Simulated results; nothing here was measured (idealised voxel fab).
Proc. module: voxel transistor to metal
The width of the displayed cross-section, cut, is 265 nm; its cells are square, with a size of 5 nm.
Square cells in a grid make up a cross-section in this document, and the grid is given as bands, listed from the top down, each one or more rows of cells.
Quick guide to a band line: top height, bottom height (nm) up front; then every material left to right with its width in nm. Only one material and it's marked "full width"? Then it fills the band edge to edge. And "air" just means empty space.
Height 0 is the level under which the wafer as received is all one material. The lowest band goes on downwards, as in "top 0, no bottom".
Quick explanation for "30..40": the width changes in equal steps down the rows of cells, from the first number in the band's top row to the second number in its bottom row.
"remained the same" (step): cross-section cells unchanged, all of them.
"Entrapped void list" contains a list of empty spaces, each no smaller than 8 cells and without an open way to the top, written in the form width x height at distance with the distance from the left edge and all three in nm.
Where a step's line continues beyond its settings, the continuation is a remark by the simulator itself on that step.
The optional step-line setting "overlay nm" applies to steps with a mask and quantifies how far to the right of its planned location the mask lay, a negative value indicating leftward placement.
# List of planned process steps
1: RECEIVE with material Si
2: OXIDIZE with depth nm 5
3: CONFORMAL_DEP with material SiN, thk nm 15
4: PATTERN with tone cover, mask id ACTIVE, material resist, width nm 105, pitch nm 130, thk nm 20, overlay nm 0
5: DIRECTIONAL_ETCH with etch materials SiN, depth nm 15
6: DIRECTIONAL_ETCH with etch materials SiO2, depth nm 5
7: DIRECTIONAL_ETCH with etch materials Si, depth nm 15
8: STRIP with etch materials resist
9: OXIDIZE with depth nm 5
10: FILL_DEP with material SiO2, thk nm 15
11: CMP with height nm 15
12: SELECTIVE_ETCH with etch materials SiO2, depth nm 10
13: STRIP with etch materials SiN
14: SELECTIVE_ETCH with etch materials SiO2, depth nm 5
15: OXIDIZE with depth nm 5
16: DIRECTIONAL_DEP with material polySi, thk nm 25
17: DIRECTIONAL_DEP with material SiCN, thk nm 10
18: MASKED_ETCH with tone cover, mask id GATE, width nm 25, pitch nm 130, etch materials SiCN, depth nm 20, overlay nm 0
19: MASKED_ETCH with tone cover, mask id GATE, width nm 25, pitch nm 130, etch materials polySi, depth nm 35, overlay nm 0
20: CONFORMAL_DEP with material SiN, thk nm 5
21: DIRECTIONAL_ETCH with etch materials SiN, depth nm 5
22: DIRECTIONAL_ETCH with etch materials SiO2, depth nm 5
23: EPI with material nSi, thk nm 5
24: FILL_DEP with material SiO2, thk nm 5
25: CMP with height nm 30
26: DIRECTIONAL_DEP with material SiO2, thk nm 10
27: MASKED_ETCH with tone open, mask id CONTACT, width nm 15, etch materials SiO2, depth nm 45, overlay nm 0
28: CONFORMAL_DEP with material TiN, thk nm 5
29: FILL_DEP with material Ru, thk nm 10
30: CMP with height nm 40
31: CONFORMAL_DEP with material SiN, thk nm 5
32: DIRECTIONAL_DEP with material SiO2, thk nm 25
33: MASKED_ETCH with tone open, mask id METAL_1, width nm 15, etch materials SiO2, depth nm 25, overlay nm 0
34: MASKED_ETCH with tone open, mask id METAL_1, width nm 15, etch materials SiN, depth nm 5, overlay nm 0
35: CONFORMAL_DEP with material TiN, thk nm 5
36: FILL_DEP with material Ru, thk nm 10
37: CMP with height nm 70
38: EPI with material Ru, thk nm 5
39: FILL_DEP with material SiCN, thk nm 5
Across this set of wafers, the varied parameter is the depth nm of step 7. Starting conditions are identical for every wafer, and the plan reports the value assigned to the first wafer.
# Here's the first of the wafers in cross-section, just as we got it, i.e. after step 1
    top 0, no bottom | Si full width
    Entrapped void list: none
# After the module's final step, step 39: the first of several wafers in cross-section
    top 80, bottom 75 | SiCN full width
    top 75, bottom 70 | SiCN: 20; Ru: 25; SiCN: 45; Ru: 25; SiCN: 35; Ru: 25; SiCN: 45; Ru: 25; SiCN: 20
    top 70, bottom 45 | SiO2: 25; TiN: 5; Ru: 5; TiN: 5; SiO2: 55; TiN: 5; Ru: 5; TiN: 5; SiO2: 45; TiN: 5; Ru: 5; TiN: 5; SiO2: 55; TiN: 5; Ru: 5; TiN: 5; SiO2: 25
    top 45, bottom 40 | SiN: 25; TiN: 15; SiN: 55; TiN: 15; SiN: 45; TiN: 15; SiN: 55; TiN: 15; SiN: 25
    top 40, bottom 30 | SiO2: 25; TiN: 5; Ru: 5; TiN: 5; SiO2: 55; TiN: 5; Ru: 5; TiN: 5; SiO2: 45; TiN: 5; Ru: 5; TiN: 5; SiO2: 55; TiN: 5; Ru: 5; TiN: 5; SiO2: 25
    top 30, bottom 20 | SiO2: 25; TiN: 5; Ru: 5; TiN: 5; SiO2: 10; SiN: 5; SiCN: 25; SiN: 5; SiO2: 10; TiN: 5; Ru: 5; TiN: 5; SiO2: 45; TiN: 5; Ru: 5; TiN: 5; SiO2: 10; SiN: 5; SiCN: 25; SiN: 5; SiO2: 10; TiN: 5; Ru: 5; TiN: 5; SiO2: 25
    top 20, bottom 0 | SiO2: 25; TiN: 5; Ru: 5; TiN: 5; SiO2: 10; SiN: 5; polySi: 25; SiN: 5; SiO2: 10; TiN: 5; Ru: 5; TiN: 5; SiO2: 45; TiN: 5; Ru: 5; TiN: 5; SiO2: 10; SiN: 5; polySi: 25; SiN: 5; SiO2: 10; TiN: 5; Ru: 5; TiN: 5; SiO2: 25
    top 0, bottom -5 | SiO2: 10; SiN: 5; SiO2: 10; TiN: 15; SiO2: 10; SiN: 5; polySi: 25; SiN: 5; SiO2: 10; TiN: 15; SiO2: 10; SiN: 5; SiO2: 15; SiN: 5; SiO2: 10; TiN: 15; SiO2: 10; SiN: 5; polySi: 25; SiN: 5; SiO2: 10; TiN: 15; SiO2: 10; SiN: 5; SiO2: 10
    top -5, bottom -10 | SiO2: 15; nSi: 35; SiO2: 35; nSi: 35; SiO2: 25; nSi: 35; SiO2: 35; nSi: 35; SiO2: 15
    top -10, bottom -25 | SiO2: 20; Si: 95; SiO2: 35; Si: 95; SiO2: 20
    top -25, no bottom | Si full width
    Entrapped void list: none
# Wafer cross-section (last wafer, module end)
    top 80, bottom 75 | SiCN full width
    top 75, bottom 70 | SiCN: 20; Ru: 25; SiCN: 45; Ru: 25; SiCN: 35; Ru: 25; SiCN: 45; Ru: 25; SiCN: 20
    top 70, bottom 45 | SiO2: 25; TiN: 5; Ru: 5; TiN: 5; SiO2: 55; TiN: 5; Ru: 5; TiN: 5; SiO2: 45; TiN: 5; Ru: 5; TiN: 5; SiO2: 55; TiN: 5; Ru: 5; TiN: 5; SiO2: 25
    top 45, bottom 40 | SiN: 25; TiN: 15; SiN: 55; TiN: 15; SiN: 45; TiN: 15; SiN: 55; TiN: 15; SiN: 25
    top 40, bottom 30 | SiO2: 25; TiN: 5; Ru: 5; TiN: 5; SiO2: 55; TiN: 5; Ru: 5; TiN: 5; SiO2: 45; TiN: 5; Ru: 5; TiN: 5; SiO2: 55; TiN: 5; Ru: 5; TiN: 5; SiO2: 25
    top 30, bottom 20 | SiO2: 25; TiN: 5; Ru: 5; TiN: 5; SiO2: 10; SiN: 5; SiCN: 25; SiN: 5; SiO2: 10; TiN: 5; Ru: 5; TiN: 5; SiO2: 45; TiN: 5; Ru: 5; TiN: 5; SiO2: 10; SiN: 5; SiCN: 25; SiN: 5; SiO2: 10; TiN: 5; Ru: 5; TiN: 5; SiO2: 25
    top 20, bottom 0 | SiO2: 25; TiN: 5; Ru: 5; TiN: 5; SiO2: 10; SiN: 5; polySi: 25; SiN: 5; SiO2: 10; TiN: 5; Ru: 5; TiN: 5; SiO2: 45; TiN: 5; Ru: 5; TiN: 5; SiO2: 10; SiN: 5; polySi: 25; SiN: 5; SiO2: 10; TiN: 5; Ru: 5; TiN: 5; SiO2: 25
    top 0, bottom -5 | SiO2: 10; SiN: 5; SiO2: 10; TiN: 15; SiO2: 10; SiN: 5; polySi: 25; SiN: 5; SiO2: 10; TiN: 15; SiO2: 10; SiN: 5; SiO2: 15; SiN: 5; SiO2: 10; TiN: 15; SiO2: 10; SiN: 5; polySi: 25; SiN: 5; SiO2: 10; TiN: 15; SiO2: 10; SiN: 5; SiO2: 10
    top -5, bottom -10 | SiO2: 15; nSi: 35; SiO2: 35; nSi: 35; SiO2: 25; nSi: 35; SiO2: 35; nSi: 35; SiO2: 15
    top -10, bottom -50 | SiO2: 20; Si: 95; SiO2: 35; Si: 95; SiO2: 20
    top -50, no bottom | Si full width
    Entrapped void list: none
# So in this table every wafer gets its own row, and what you see is where it stands at the end of the module: for each material, how many cells it picked up (+) or gave up (-) since we received it, and after that its closed voids
depth nm 15, +72 Ru, -151 Si, +106 SiCN, +73 SiN, +542 SiO2, +128 TiN, +28 nSi, +50 polySi, Entrapped void list: none
depth nm 20, +72 Ru, -166 Si, +106 SiCN, +73 SiN, +557 SiO2, +128 TiN, +28 nSi, +50 polySi, Entrapped void list: none
depth nm 25, +72 Ru, -181 Si, +106 SiCN, +73 SiN, +572 SiO2, +128 TiN, +28 nSi, +50 polySi, Entrapped void list: none
depth nm 30, +72 Ru, -196 Si, +106 SiCN, +73 SiN, +587 SiO2, +128 TiN, +28 nSi, +50 polySi, Entrapped void list: none
depth nm 35, +72 Ru, -211 Si, +106 SiCN, +73 SiN, +602 SiO2, +128 TiN, +28 nSi, +50 polySi, Entrapped void list: none
depth nm 40, +72 Ru, -226 Si, +106 SiCN, +73 SiN, +617 SiO2, +128 TiN, +28 nSi, +50 polySi, Entrapped void list: none
